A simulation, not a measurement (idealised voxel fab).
Process module in this document: voxel capacitor over wiring
Square cell edge 5 nm, section width 160 nm, ID cut.
In this document a cross-section is written as a grid of square cells. It is given as a series of bands, listed from the top down, and a band is one or more rows of cells. Band: top and bottom heights (nm) first, top before bottom; then materials from left to right, widths in nm. "edge to edge" marks a sole material filling the band edge to edge. "blank" denotes empty space. Measure heights from 0. That's the level where, below it, the as-received wafer is all one material. The lowest band is bottomless and extends downward; write it as in "0 -> down". The expression "30..40" gives the width at the extremes of the band, the first number at its top row of cells and the second at its bottom row, with the width changing by equal amounts from each row to the next in between. You'll sometimes find "changes: none" written for a step, and that's the way of saying that nowhere in the cross-section did a cell change during that step. Empty spaces counting at least 8 cells and having no open way to the top are listed in "Closed empty spaces". The notation width x height at distance is used for each, the distance being from the left edge and all three values in nm. On each step's line, the part that comes after the settings is the simulator's own comment on the step. overlay nm: mask right of planned place by this much (step with mask). Neg. = left.
Steps planned for the process
1: RECEIVE with material Si
2: CONFORMAL_DEP with material SiO2, thk nm 10
3: DIRECTIONAL_DEP with material TiN, thk nm 5
4: DIRECTIONAL_DEP with material Ru, thk nm 20
5: PATTERN with tone cover, mask id METAL_1, material resist, width nm 25, pitch nm 75, thk nm 15, overlay nm 0
6: DIRECTIONAL_ETCH with etch materials Ru, depth nm 20
7: DIRECTIONAL_ETCH with etch materials TiN, depth nm 5
8: STRIP with etch materials resist
9: CONFORMAL_DEP with material SiCN, thk nm 5
10: FILL_DEP with material lowk, thk nm 10
11: CMP with height nm 35
12: CONFORMAL_DEP with material SiCN, thk nm 5
13: DIRECTIONAL_DEP with material lowk, thk nm 10
14: PATTERN with tone open, mask id PLUG_1, material resist, width nm 15, thk nm 15, overlay nm 0
15: DIRECTIONAL_ETCH with etch materials lowk, depth nm 10
16: DIRECTIONAL_ETCH with etch materials SiCN, depth nm 5
17: STRIP with etch materials resist
18: CONFORMAL_DEP with material TiN, thk nm 5
19: FILL_DEP with material Cu, thk nm 5
20: CMP with height nm 50
21: DIRECTIONAL_DEP with material TiN, thk nm 5
22: DIRECTIONAL_DEP with material Al2O3, thk nm 5
23: DIRECTIONAL_DEP with material TiN, thk nm 10
24: MASKED_ETCH with tone cover, mask id UPPER_PLATE, width nm 45, etch materials TiN, depth nm 10, overlay nm 0
25: MASKED_ETCH with tone cover, mask id UPPER_PLATE, width nm 55, etch materials Al2O3, depth nm 5, overlay nm 0
26: MASKED_ETCH with tone cover, mask id LOWER_PLATE, width nm 65, etch materials TiN, depth nm 5, overlay nm 0
27: FILL_DEP with material SiO2, thk nm 15
28: CMP with height nm 80
29: DIRECTIONAL_DEP with material aC, thk nm 15
30: PATTERN with tone open, mask id PLUG_2, material resist, width nm 15, thk nm 35, overlay nm 0
31: DIRECTIONAL_ETCH with etch materials aC, depth nm 15
32: STRIP with etch materials resist
33: DIRECTIONAL_ETCH with etch materials SiO2, depth nm 10
34: STRIP with etch materials aC
35: CONFORMAL_DEP with material TiN, thk nm 5
36: FILL_DEP with material Cu, thk nm 10
37: CMP with height nm 80
38: CONFORMAL_DEP with material SiCN, thk nm 5
Wafer-to-wafer difference: width nm, step 24. Common start. Plan = first wafer's value.
Cross-section of the first of several received wafers, showing its state after step 1
- 0 -> down = Si edge to edge
- Closed empty spaces: none
Shown in cross-section: the first of several wafers at the end of the module, after its last step, step 38
- 85 -> 80 = SiCN edge to edge
- 80 -> 75 = SiO2 50, then TiN 5, then Cu 5, then TiN 5, then SiO2 95
- 75 -> 70 = SiO2 50, then TiN 15, then SiO2 95
- 70 -> 60 = SiO2 45, then TiN 45, then SiO2 70
- 60 -> 55 = SiO2 40, then Al2O3 55, then SiO2 65
- 55 -> 50 = SiO2 35, then TiN 65, then SiO2 60
- 50 -> 40 = lowk 40, then TiN 5, then Cu 5, then TiN 5, then lowk 105
- 40 -> 35 = SiCN 40, then TiN 15, then SiCN 105
- 35 -> 15 = lowk 25, then SiCN 5, then Ru 25, then SiCN 5, then lowk 40, then SiCN 5, then Ru 25, then SiCN 5, then lowk 25
- 15 -> 10 = SiCN 30, then TiN 25, then SiCN 50, then TiN 25, then SiCN 30
- 10 -> 0 = SiO2 edge to edge
- 0 -> down = Si edge to edge
- Closed empty spaces: none
The last wafer as seen in cross-section at the end of the module
- 85 -> 80 = SiCN edge to edge
- 80 -> 75 = SiO2 50, then TiN 5, then Cu 5, then TiN 5, then SiO2 95
- 75 -> 65 = SiO2 50..35, then TiN 15..65, then SiO2 95..60
- 65 -> 60 = SiO2 35, then TiN 70, then SiO2 55
- 60 -> 55 = SiO2 35, then Al2O3 70, then SiO2 55
- 55 -> 50 = SiO2 35, then TiN 70, then SiO2 55
- 50 -> 40 = lowk 40, then TiN 5, then Cu 5, then TiN 5, then lowk 105
- 40 -> 35 = SiCN 40, then TiN 15, then SiCN 105
- 35 -> 15 = lowk 25, then SiCN 5, then Ru 25, then SiCN 5, then lowk 40, then SiCN 5, then Ru 25, then SiCN 5, then lowk 25
- 15 -> 10 = SiCN 30, then TiN 25, then SiCN 50, then TiN 25, then SiCN 30
- 10 -> 0 = SiO2 edge to edge
- 0 -> down = Si edge to edge
- Closed empty spaces: none
wafer rows; end of module; cells per material since receipt: (+) gained, (-) lost; then closed voids
width nm 45; +11 Al2O3; +3 Cu; +40 Ru; +99 SiCN; +208 SiO2; +53 TiN; +130 lowk; Closed empty spaces: none
width nm 50; +11 Al2O3; +3 Cu; +40 Ru; +99 SiCN; +206 SiO2; +55 TiN; +130 lowk; Closed empty spaces: none
width nm 55; +11 Al2O3; +3 Cu; +40 Ru; +99 SiCN; +204 SiO2; +57 TiN; +130 lowk; Closed empty spaces: none
width nm 60; +12 Al2O3; +3 Cu; +40 Ru; +99 SiCN; +201 SiO2; +59 TiN; +130 lowk; Closed empty spaces: none
width nm 65; +13 Al2O3; +3 Cu; +40 Ru; +99 SiCN; +198 SiO2; +61 TiN; +130 lowk; Closed empty spaces: none
width nm 70; +14 Al2O3; +3 Cu; +40 Ru; +99 SiCN; +195 SiO2; +63 TiN; +130 lowk; Closed empty spaces: none
